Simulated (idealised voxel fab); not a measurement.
Process module under the name voxel spacer lines
Square cells of 5 nm make up the cross-section cut, whose width is 165 nm.
Heads up, the way a cross-section reads in here is a grid of square cells, handed over as bands from the top down, with every band being one or more rows of cells.
Read a band's entry like this: the first values are the height of its top and the height of its bottom in nm, and what follows is the sequence of materials from left to right, each with its width in nm. Note that "empty" is empty space, and that a single material marked "edge to edge" reaches across the band from edge to edge.
Counting heights begins at 0, where everything beneath is, in the wafer as received, one material. The lowest band has no bottom; it goes on downwards, as "0..down" shows.
Width spec "30->40" -> top row of cells at first value, bottom row at second value, equal per-row change in between.
Any step labelled "same as before" changed none of the cells in the cross-section.
Empty spaces without an open route to the top, at least 8 cells in extent, make up the entry "Enclosed cavities"; each is given as width x height at distance, where the distance is measured from the left edge, and all are in nm.
Formally, on a step line, whatever follows the settings is a remark that the simulator itself makes on the step.
A step line may carry the setting "overlay nm", which, for steps involving a mask, states the distance by which the mask lay to the right of its intended position; negative values denote displacement to the left.

**Here's what the planned process steps look like**
1,op RECEIVE | material Si
2,op CONFORMAL_DEP | material Al2O3 | thk nm 5
3,op DIRECTIONAL_DEP | material polySi | thk nm 20
4,op DIRECTIONAL_DEP | material aC | thk nm 30
5,op PATTERN | tone cover | mask id MANDREL | material resist | width nm 20 | pitch nm 70 | thk nm 35 | overlay nm 0
6,op DIRECTIONAL_ETCH | etch materials aC | depth nm 30
7,op STRIP | etch materials resist
8,op CONFORMAL_DEP | material SiO2 | thk nm 15
9,op DIRECTIONAL_ETCH | etch materials SiO2 | depth nm 15
10,op STRIP | etch materials aC
11,op DIRECTIONAL_ETCH | etch materials polySi | depth nm 20
12,op STRIP | etch materials SiO2

**First wafer, two in total, run as planned**

**Wafer at receipt (post step 1), cross-section**
> 0..down | Si edge to edge
> Enclosed cavities: none

**Step 2 done - wafer cross-section**
> 5..0 | Al2O3 edge to edge
> Anything lower than 0 is untouched.

**Step 3 done - wafer cross-section**
> 25..5 | polySi edge to edge
> Anything lower than 5 is untouched.

**Step 4 done - wafer cross-section**
> 55..25 | aC edge to edge
> Anything lower than 25 is untouched.

**Step 5 done - wafer cross-section**
> 90..55 | 35 of empty / 20 of resist / 50 of empty / 20 of resist / 40 of empty
> Anything lower than 55 is untouched.

**Step 6 done - wafer cross-section**
> 60..55 | 35 of empty / 20 of resist / 50 of empty / 20 of resist / 40 of empty
> 55..25 | 35 of empty / 20 of aC / 50 of empty / 20 of aC / 40 of empty
> Anything lower than 25 is untouched.

**Step 7 done - wafer cross-section**
> 55..25 | 35 of empty / 20 of aC / 50 of empty / 20 of aC / 40 of empty
> Anything lower than 25 is untouched.

**Step 8 done - wafer cross-section**
> 70..55 | 20 of empty / 50 of SiO2 / 20 of empty / 50 of SiO2 / 25 of empty
> 55..40 | 20 of empty / 15 of SiO2 / 20 of aC / 15 of SiO2 / 20 of empty / 15 of SiO2 / 20 of aC / 15 of SiO2 / 25 of empty
> 40..25 | 35 of SiO2 / 20 of aC / 50 of SiO2 / 20 of aC / 40 of SiO2
> Anything lower than 25 is untouched.

**Step 9 done - wafer cross-section**
> 55..25 | 20 of empty / 15 of SiO2 / 20 of aC / 15 of SiO2 / 20 of empty / 15 of SiO2 / 20 of aC / 15 of SiO2 / 25 of empty
> Anything lower than 25 is untouched.

**Step 10 done - wafer cross-section**
> 55..25 | 20 of empty / 15 of SiO2 / 20 of empty / 15 of SiO2 / 20 of empty / 15 of SiO2 / 20 of empty / 15 of SiO2 / 25 of empty
> Anything lower than 25 is untouched.

**Step 11 done - wafer cross-section**
> 55..25 | 20 of empty / 15 of SiO2 / 20 of empty / 15 of SiO2 / 20 of empty / 15 of SiO2 / 20 of empty / 15 of SiO2 / 25 of empty
> 25..5 | 20 of empty / 15 of polySi / 20 of empty / 15 of polySi / 20 of empty / 15 of polySi / 20 of empty / 15 of polySi / 25 of empty
> Anything lower than 5 is untouched.

**Step 12 done - wafer cross-section**
> 25..5 | 20 of empty / 15 of polySi / 20 of empty / 15 of polySi / 20 of empty / 15 of polySi / 20 of empty / 15 of polySi / 25 of empty
> Anything lower than 5 is untouched.

**Second wafer. Start and plan as for the first. One mistake made in running. Agrees with the first up to and including step 1**

Cross-section: second wafer, time at which step 2 was scheduled to end: same as before

**Cross-section: second wafer, time at which step 3 was scheduled to end**
> 20..0 | polySi edge to edge
> Anything lower than 0 is untouched.

**Cross-section: second wafer, time at which step 4 was scheduled to end**
> 50..20 | aC edge to edge
> Anything lower than 20 is untouched.

**Cross-section: second wafer, time at which step 5 was scheduled to end**
> 85..50 | 35 of empty / 20 of resist / 50 of empty / 20 of resist / 40 of empty
> Anything lower than 50 is untouched.

**Cross-section: second wafer, time at which step 6 was scheduled to end**
> 55..50 | 35 of empty / 20 of resist / 50 of empty / 20 of resist / 40 of empty
> 50..20 | 35 of empty / 20 of aC / 50 of empty / 20 of aC / 40 of empty
> Anything lower than 20 is untouched.

**Cross-section: second wafer, time at which step 7 was scheduled to end**
> 50..20 | 35 of empty / 20 of aC / 50 of empty / 20 of aC / 40 of empty
> Anything lower than 20 is untouched.

**Cross-section: second wafer, time at which step 8 was scheduled to end**
> 65..50 | 20 of empty / 50 of SiO2 / 20 of empty / 50 of SiO2 / 25 of empty
> 50..35 | 20 of empty / 15 of SiO2 / 20 of aC / 15 of SiO2 / 20 of empty / 15 of SiO2 / 20 of aC / 15 of SiO2 / 25 of empty
> 35..20 | 35 of SiO2 / 20 of aC / 50 of SiO2 / 20 of aC / 40 of SiO2
> Anything lower than 20 is untouched.

**Cross-section: second wafer, time at which step 9 was scheduled to end**
> 50..20 | 20 of empty / 15 of SiO2 / 20 of aC / 15 of SiO2 / 20 of empty / 15 of SiO2 / 20 of aC / 15 of SiO2 / 25 of empty
> Anything lower than 20 is untouched.

**Cross-section: second wafer, time at which step 10 was scheduled to end**
> 50..20 | 20 of empty / 15 of SiO2 / 20 of empty / 15 of SiO2 / 20 of empty / 15 of SiO2 / 20 of empty / 15 of SiO2 / 25 of empty
> Anything lower than 20 is untouched.

**Cross-section: second wafer, time at which step 11 was scheduled to end**
> 50..20 | 20 of empty / 15 of SiO2 / 20 of empty / 15 of SiO2 / 20 of empty / 15 of SiO2 / 20 of empty / 15 of SiO2 / 25 of empty
> 20..0 | 20 of empty / 15 of polySi / 20 of empty / 15 of polySi / 20 of empty / 15 of polySi / 20 of empty / 15 of polySi / 25 of empty
> Anything lower than 0 is untouched.

**Cross-section: second wafer, time at which step 12 was scheduled to end**
> 20..0 | 20 of empty / 15 of polySi / 20 of empty / 15 of polySi / 20 of empty / 15 of polySi / 20 of empty / 15 of polySi / 25 of empty
> Anything lower than 0 is untouched.
What went wrong in running the wafer? heads up, step 2 of the plan was skipped and never actually ran
Heads up, by the end the second wafer has more or fewer cells of some materials compared to the first: -33 Al2O3
